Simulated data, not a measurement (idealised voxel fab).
Name of the process module below: voxel wiring stack
220 nm wide, 5 nm square cells: that's cross-section cut.
Cross-sections here: square-cell grids, written as top-down lists of bands, a band being one or more rows of cells. Within each band entry, the heights of the top and of the bottom of the band appear first, in that order and in nm; the materials of the band then follow from left to right, each with its corresponding width in nm. The designation "everywhere" on a single material indicates that it fills the band from edge to edge; the designation "blank" indicates empty space. Note: height 0 marks the level under which the wafer is uniformly one material as received. Lowest band unbounded below, written "from 0 down". Quick explanation for "30->40": the width changes in equal steps down the rows of cells, from the first number in the band's top row to the second number in its bottom row. Key: "nothing changed" - step with no changed cell in the cross-section. Reported under the label "Trapped voids" are the empty spaces having no open way to the top and comprising 8 cells or more; the notation for each is width x height at distance, in which the distance is measured from the left edge and all three values are in nm. Formally, on a step line, whatever follows the settings is a remark that the simulator itself makes on the step. overlay nm, on a step with a mask: how far to the right of its planned place the mask lay; to the left if negative.

Listed below are the process steps as planned
1 RECEIVE,material Si
2 CONFORMAL_DEP,material SiO2,thk nm 15
3 CONFORMAL_DEP,material SiN,thk nm 5
4 DIRECTIONAL_DEP,material SiO2,thk nm 25
5 PATTERN,tone open,mask id METAL_1,material resist,width nm 25,pitch nm 50,thk nm 20,overlay nm 0
6 DIRECTIONAL_ETCH,etch materials SiO2,depth nm 25
7 DIRECTIONAL_ETCH,etch materials SiN,depth nm 5
8 STRIP,etch materials resist
9 CONFORMAL_DEP,material TiN,thk nm 5
10 FILL_DEP,material W,thk nm 5
11 CMP,height nm 45
12 CONFORMAL_DEP,material SiCN,thk nm 5
13 DIRECTIONAL_DEP,material SiO2,thk nm 10
14 PATTERN,tone open,mask id PLUG_1,material resist,width nm 15,pitch nm 50,thk nm 20,overlay nm 0
15 DIRECTIONAL_ETCH,etch materials SiO2,depth nm 10
16 DIRECTIONAL_ETCH,etch materials SiCN,depth nm 5
17 STRIP,etch materials resist
18 EPI,material Ru,thk nm 10
19 EPI,material Ru,thk nm 5
20 DIRECTIONAL_DEP,material TiN,thk nm 5
21 DIRECTIONAL_DEP,material Ru,thk nm 25
22 PATTERN,tone cover,mask id METAL_2,material resist,width nm 25,pitch nm 50,thk nm 15,overlay nm 0
23 DIRECTIONAL_ETCH,etch materials Ru,depth nm 25
24 DIRECTIONAL_ETCH,etch materials TiN,depth nm 5
25 STRIP,etch materials resist
26 FILL_DEP,material SiO2,thk nm 10
27 CMP,height nm 90
28 CONFORMAL_DEP,material SiN,thk nm 5

First wafer of two (run as planned)

This is the cross-section of the wafer as we received it, i.e. after step 1
    from 0 down | Si everywhere
    Trapped voids: none

Sectional view: wafer, after step 2
    from 15 to 0 | SiO2 everywhere
    Lower than 0, everything is as it was.

Sectional view: wafer, after step 3
    from 20 to 15 | SiN everywhere
    Lower than 15, everything is as it was.

Sectional view: wafer, after step 4
    from 45 to 20 | SiO2 everywhere
    Lower than 20, everything is as it was.

Sectional view: wafer, after step 5
    from 65 to 45 | resist (70) | blank (25) | resist (25) | blank (25) | resist (75)
    Lower than 45, everything is as it was.

Sectional view: wafer, after step 6
    from 65 to 45 | resist (70) | blank (25) | resist (25) | blank (25) | resist (75)
    from 45 to 20 | SiO2 (70) | blank (25) | SiO2 (25) | blank (25) | SiO2 (75)
    Lower than 20, everything is as it was.

Sectional view: wafer, after step 7
    from 65 to 45 | resist (70) | blank (25) | resist (25) | blank (25) | resist (75)
    from 45 to 20 | SiO2 (70) | blank (25) | SiO2 (25) | blank (25) | SiO2 (75)
    from 20 to 15 | SiN (70) | blank (25) | SiN (25) | blank (25) | SiN (75)
    Lower than 15, everything is as it was.

Sectional view: wafer, after step 8
    from 45 to 20 | SiO2 (70) | blank (25) | SiO2 (25) | blank (25) | SiO2 (75)
    Lower than 20, everything is as it was.

Sectional view: wafer, after step 9
    from 50 to 45 | TiN (75) | blank (15) | TiN (35) | blank (15) | TiN (80)
    from 45 to 20 | SiO2 (70) | TiN (5) | blank (15) | TiN (5) | SiO2 (25) | TiN (5) | blank (15) | TiN (5) | SiO2 (75)
    from 20 to 15 | SiN (70) | TiN (25) | SiN (25) | TiN (25) | SiN (75)
    Lower than 15, everything is as it was.

Sectional view: wafer, after step 10
    from 55 to 50 | W everywhere
    from 50 to 45 | TiN (75) | W (15) | TiN (35) | W (15) | TiN (80)
    from 45 to 20 | SiO2 (70) | TiN (5) | W (15) | TiN (5) | SiO2 (25) | TiN (5) | W (15) | TiN (5) | SiO2 (75)
    Lower than 20, everything is as it was.

Sectional view: wafer, after step 11
    from 45 to 20 | SiO2 (70) | TiN (5) | W (15) | TiN (5) | SiO2 (25) | TiN (5) | W (15) | TiN (5) | SiO2 (75)
    Lower than 20, everything is as it was.

Sectional view: wafer, after step 12
    from 50 to 45 | SiCN everywhere
    Lower than 45, everything is as it was.

Sectional view: wafer, after step 13
    from 60 to 50 | SiO2 everywhere
    Lower than 50, everything is as it was.

Sectional view: wafer, after step 14
    from 80 to 60 | resist (70) | blank (15) | resist (35) | blank (15) | resist (85)
    Lower than 60, everything is as it was.

Sectional view: wafer, after step 15
    from 80 to 60 | resist (70) | blank (15) | resist (35) | blank (15) | resist (85)
    from 60 to 50 | SiO2 (70) | blank (15) | SiO2 (35) | blank (15) | SiO2 (85)
    Lower than 50, everything is as it was.

Sectional view: wafer, after step 16
    from 80 to 60 | resist (70) | blank (15) | resist (35) | blank (15) | resist (85)
    from 60 to 50 | SiO2 (70) | blank (15) | SiO2 (35) | blank (15) | SiO2 (85)
    from 50 to 45 | SiCN (70) | blank (15) | SiCN (35) | blank (15) | SiCN (85)
    Lower than 45, everything is as it was.

Sectional view: wafer, after step 17
    from 60 to 50 | SiO2 (70) | blank (15) | SiO2 (35) | blank (15) | SiO2 (85)
    Lower than 50, everything is as it was.

Sectional view: wafer, after step 18
    from 60 to 55 | SiO2 (70) | blank (15) | SiO2 (35) | blank (15) | SiO2 (85)
    from 55 to 50 | SiO2 (70) | Ru (15) | SiO2 (35) | Ru (15) | SiO2 (85)
    from 50 to 45 | SiCN (70) | Ru (15) | SiCN (35) | Ru (15) | SiCN (85)
    Lower than 45, everything is as it was.

Sectional view: wafer, after step 19
    from 60 to 50 | SiO2 (70) | Ru (15) | SiO2 (35) | Ru (15) | SiO2 (85)
    Lower than 50, everything is as it was.

Sectional view: wafer, after step 20
    from 65 to 60 | TiN everywhere
    Lower than 60, everything is as it was.

Sectional view: wafer, after step 21
    from 90 to 65 | Ru everywhere
    Lower than 65, everything is as it was.

Sectional view: wafer, after step 22
    from 105 to 90 | blank (70) | resist (25) | blank (25) | resist (25) | blank (75)
    Lower than 90, everything is as it was.

Sectional view: wafer, after step 23
    from 105 to 90 | blank (70) | resist (25) | blank (25) | resist (25) | blank (75)
    from 90 to 65 | blank (70) | Ru (25) | blank (25) | Ru (25) | blank (75)
    Lower than 65, everything is as it was.

Sectional view: wafer, after step 24
    from 105 to 90 | blank (70) | resist (25) | blank (25) | resist (25) | blank (75)
    from 90 to 65 | blank (70) | Ru (25) | blank (25) | Ru (25) | blank (75)
    from 65 to 60 | blank (70) | TiN (25) | blank (25) | TiN (25) | blank (75)
    Lower than 60, everything is as it was.

Sectional view: wafer, after step 25
    from 90 to 65 | blank (70) | Ru (25) | blank (25) | Ru (25) | blank (75)
    Lower than 65, everything is as it was.

Sectional view: wafer, after step 26
    from 100 to 90 | SiO2 everywhere
    from 90 to 65 | SiO2 (70) | Ru (25) | SiO2 (25) | Ru (25) | SiO2 (75)
    from 65 to 60 | SiO2 (70) | TiN (25) | SiO2 (25) | TiN (25) | SiO2 (75)
    Lower than 60, everything is as it was.

Sectional view: wafer, after step 27
    from 90 to 65 | SiO2 (70) | Ru (25) | SiO2 (25) | Ru (25) | SiO2 (75)
    Lower than 65, everything is as it was.

Sectional view: wafer, after step 28
    from 95 to 90 | SiN everywhere
    Lower than 90, everything is as it was.

It is to be noted that the second wafer proceeded from the same initial state and according to the same plan as the first, although one mistake was committed in its execution; through step 21, inclusive, the two wafers share an identical history

when step 22 should have ended
    from 105 to 90 | resist (70) | blank (25) | resist (25) | blank (25) | resist (75)
    Lower than 90, everything is as it was.

when step 23 should have ended
    from 105 to 90 | resist (70) | blank (25) | resist (25) | blank (25) | resist (75)
    from 90 to 65 | Ru (70) | blank (25) | Ru (25) | blank (25) | Ru (75)
    Lower than 65, everything is as it was.

when step 24 should have ended
    from 105 to 90 | resist (70) | blank (25) | resist (25) | blank (25) | resist (75)
    from 90 to 65 | Ru (70) | blank (25) | Ru (25) | blank (25) | Ru (75)
    from 65 to 60 | TiN (70) | blank (25) | TiN (25) | blank (25) | TiN (75)
    Lower than 60, everything is as it was.

when step 25 should have ended
    from 90 to 65 | Ru (70) | blank (25) | Ru (25) | blank (25) | Ru (75)
    Lower than 65, everything is as it was.

when step 26 should have ended
    from 100 to 90 | SiO2 everywhere
    from 90 to 65 | Ru (70) | SiO2 (25) | Ru (25) | SiO2 (25) | Ru (75)
    from 65 to 60 | TiN (70) | SiO2 (25) | TiN (25) | SiO2 (25) | TiN (75)
    Lower than 60, everything is as it was.

when step 27 should have ended
    from 90 to 65 | Ru (70) | SiO2 (25) | Ru (25) | SiO2 (25) | Ru (75)
    Lower than 65, everything is as it was.

when step 28 should have ended
    from 95 to 90 | SiN everywhere
    Lower than 90, everything is as it was.
Heads up, the wafer didn't run the way we planned it: step 22, actual vs plan mismatch, actual run PATTERN,tone open,mask id METAL_2,material resist,width nm 25,pitch nm 50,thk nm 15,overlay nm 0
Final comparison by cell count, materials where the second wafer has more or fewer than the first: 120 more of Ru, 144 fewer of SiO2, 24 more of TiN
